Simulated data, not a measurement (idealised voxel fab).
process module | voxel tone inversion
cross-section cut | 165 nm wide | cells 5 nm
A cross-section is a grid of square cells, given in bands from the top down. A band is one or more rows of cells.
Each band's line starts with the height of the band's top and of its bottom, in nm. Then come its materials from left to right, each with its width in nm. One material with "throughout" fills the band from edge to edge. "air" is empty space.
Height 0 is the level under which the wafer as received is all one material. The lowest band goes on downwards, as in "0 down".
A width such as "30 to 40" changes by the same amount from each row of cells to the next, from the band's top row to its bottom row.
"no change" after a step means that no cell of the cross-section changed.
closed voids: empty space of 8 cells or more with no open way to the top, each as width x height at its distance from the left edge, in nm
after a step's settings: what the simulator itself notes on the step
overlay nm, on a step with a mask: how far to the right of its planned place the mask lay; to the left if negative
plan
1 op RECEIVE | material Si
2 op CONFORMAL_DEP | material SiCN | thk nm 10
3 op DIRECTIONAL_DEP | material polySi | thk nm 15
4 op PATTERN | tone cover | mask id POSTS | material resist | width nm 15 | pitch nm 30 | thk nm 20 | overlay nm 0
5 op DIRECTIONAL_ETCH | etch materials polySi | depth nm 15
6 op STRIP | etch materials resist
7 op FILL_DEP | material SiO2 | thk nm 5
8 op CMP | height nm 25
9 op STRIP | etch materials polySi
as received, after step 1
  0 down: Si throughout
  closed voids: none
first wafer at the end, as planned
  25 to 10: SiO2 30 | air 15 | SiO2 15 | air 15 | SiO2 15 | air 15 | SiO2 15 | air 15 | SiO2 30
  10 to 0: SiCN throughout
  0 down: Si throughout
  closed voids: none
second wafer at the end: like start, like plan, one mistake
  25 to 10: SiO2 25 | air 15 | SiO2 15 | air 15 | SiO2 15 | air 15 | SiO2 15 | air 15 | SiO2 35
  10 to 0: SiCN throughout
  0 down: Si throughout
  closed voids: none
what went wrong: step 4 ran as: op PATTERN | tone cover | mask id POSTS | material resist | width nm 15 | pitch nm 30 | thk nm 20 | overlay nm -5
at the end the second wafer has, in cells: as many of each material as the first, in other places
